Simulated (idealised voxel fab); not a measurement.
The document below concerns the process module designated voxel self aligned vias.
We display cut, a cross-section 295 nm in width whose square cells are each 5 nm.
Bands, listed from the top down, are how a cross-section gets written in this document; the cross-section itself is a grid of square cells, and a band is one or more rows of them.
The entry gives the band's vertical extent as a top height and a bottom height in nm, then its horizontal make-up as materials from left to right, each with a width in nm. "empty" stands for empty space; a single material marked "all across" fills the band edge to edge.
Height datum 0, below which the as-received substrate wafer is one material. Lowest band open at the bottom, running downward: "from 0 down".
So if you see something like "30 to 40" for the width, read it as the top row of the band sitting at the first number and the bottom row at the second, with every row in between moving by the same amount as the last.
Given "same as before" for a step, no cell of the cross-section differs between before and after that step.
For the entry "Unvented cavities", the listed items are empty spaces with no open way to the top whose size is 8 cells or more; each item follows the pattern width x height at distance, where distance is from the left edge and all three are in nm.
Read whatever lies past the settings on a step's line as the simulator's own remark about the step.
The setting "overlay nm" may be written on the line of a step. When the step uses a mask, the value reports how far to the right of the planned place the mask lay, and a negative value reports that it lay to the left.

PLANNED PROCESS STEPS
- 1: RECEIVE, material Si
- 2: CONFORMAL_DEP, material SiO2, thk nm 15
- 3: CONFORMAL_DEP, material SiCN, thk nm 5
- 4: DIRECTIONAL_DEP, material SiO2, thk nm 20
- 5: PATTERN, tone open, mask id LINES, material resist, width nm 20, pitch nm 60, thk nm 15, overlay nm 0
- 6: DIRECTIONAL_ETCH, etch materials SiO2, depth nm 20
- 7: STRIP, etch materials resist
- 8: CONFORMAL_DEP, material TiN, thk nm 5
- 9: FILL_DEP, material Ru, thk nm 5
- 10: CMP, height nm 40
- 11: SELECTIVE_ETCH, etch materials W Ru TiN, depth nm 5
- 12: FILL_DEP, material SiN, thk nm 5
- 13: CMP, height nm 40
- 14: DIRECTIONAL_DEP, material SiO2, thk nm 20
- 15: PATTERN, tone open, mask id VIAS, material resist, width nm 30, pitch nm 60, thk nm 20, overlay nm 0
- 16: DIRECTIONAL_ETCH, etch materials SiO2, depth nm 20
- 17: DIRECTIONAL_ETCH, etch materials SiN, depth nm 5
- 18: STRIP, etch materials resist
- 19: CONFORMAL_DEP, material TiN, thk nm 5
- 20: FILL_DEP, material Cu, thk nm 10
- 21: CMP, height nm 60
- 22: CONFORMAL_DEP, material SiN, thk nm 5

CROSS-SECTION OF THE INCOMING WAFER, STATE AFTER STEP 1
from 0 down = Si all across
Unvented cavities: none

POST-MODULE CROSS-SECTION OF THE FIRST OF TWO WAFERS (RUN PER PLAN)
from 65 to 60 = SiN all across
from 60 to 45 = 70 nm SiO2 / 5 nm TiN / 20 nm Cu / 5 nm TiN / 30 nm SiO2 / 5 nm TiN / 20 nm Cu / 5 nm TiN / 30 nm SiO2 / 5 nm TiN / 20 nm Cu / 5 nm TiN / 75 nm SiO2
from 45 to 40 = 70 nm SiO2 / 10 nm TiN / 10 nm Cu / 10 nm TiN / 30 nm SiO2 / 10 nm TiN / 10 nm Cu / 10 nm TiN / 30 nm SiO2 / 10 nm TiN / 10 nm Cu / 10 nm TiN / 75 nm SiO2
from 40 to 35 = 75 nm SiO2 / 20 nm TiN / 40 nm SiO2 / 20 nm TiN / 40 nm SiO2 / 20 nm TiN / 80 nm SiO2
from 35 to 25 = 75 nm SiO2 / 5 nm TiN / 10 nm Ru / 5 nm TiN / 40 nm SiO2 / 5 nm TiN / 10 nm Ru / 5 nm TiN / 40 nm SiO2 / 5 nm TiN / 10 nm Ru / 5 nm TiN / 80 nm SiO2
from 25 to 20 = 75 nm SiO2 / 20 nm TiN / 40 nm SiO2 / 20 nm TiN / 40 nm SiO2 / 20 nm TiN / 80 nm SiO2
from 20 to 15 = SiCN all across
from 15 to 0 = SiO2 all across
from 0 down = Si all across
Unvented cavities: none

END-OF-MODULE CROSS-SECTION OF THE SECOND WAFER: IDENTICAL STARTING POINT AND PROCESS PLAN TO THE FIRST, WITH ONE PROCESSING MISTAKE
from 80 to 75 = SiN all across
from 75 to 65 = Cu all across
from 65 to 60 = 75 nm TiN / 20 nm Cu / 40 nm TiN / 20 nm Cu / 40 nm TiN / 20 nm Cu / 80 nm TiN
from 60 to 45 = 70 nm SiO2 / 5 nm TiN / 20 nm Cu / 5 nm TiN / 30 nm SiO2 / 5 nm TiN / 20 nm Cu / 5 nm TiN / 30 nm SiO2 / 5 nm TiN / 20 nm Cu / 5 nm TiN / 75 nm SiO2
from 45 to 40 = 70 nm SiO2 / 10 nm TiN / 10 nm Cu / 10 nm TiN / 30 nm SiO2 / 10 nm TiN / 10 nm Cu / 10 nm TiN / 30 nm SiO2 / 10 nm TiN / 10 nm Cu / 10 nm TiN / 75 nm SiO2
from 40 to 35 = 75 nm SiO2 / 20 nm TiN / 40 nm SiO2 / 20 nm TiN / 40 nm SiO2 / 20 nm TiN / 80 nm SiO2
from 35 to 25 = 75 nm SiO2 / 5 nm TiN / 10 nm Ru / 5 nm TiN / 40 nm SiO2 / 5 nm TiN / 10 nm Ru / 5 nm TiN / 40 nm SiO2 / 5 nm TiN / 10 nm Ru / 5 nm TiN / 80 nm SiO2
from 25 to 20 = 75 nm SiO2 / 20 nm TiN / 40 nm SiO2 / 20 nm TiN / 40 nm SiO2 / 20 nm TiN / 80 nm SiO2
from 20 to 15 = SiCN all across
from 15 to 0 = SiO2 all across
from 0 down = Si all across
Unvented cavities: none
The plan and the run diverged here: step 21 of the plan did not run at all; it was left out
Final comparison by cell count, materials where the second wafer has more or fewer than the first: +130 Cu | +47 TiN
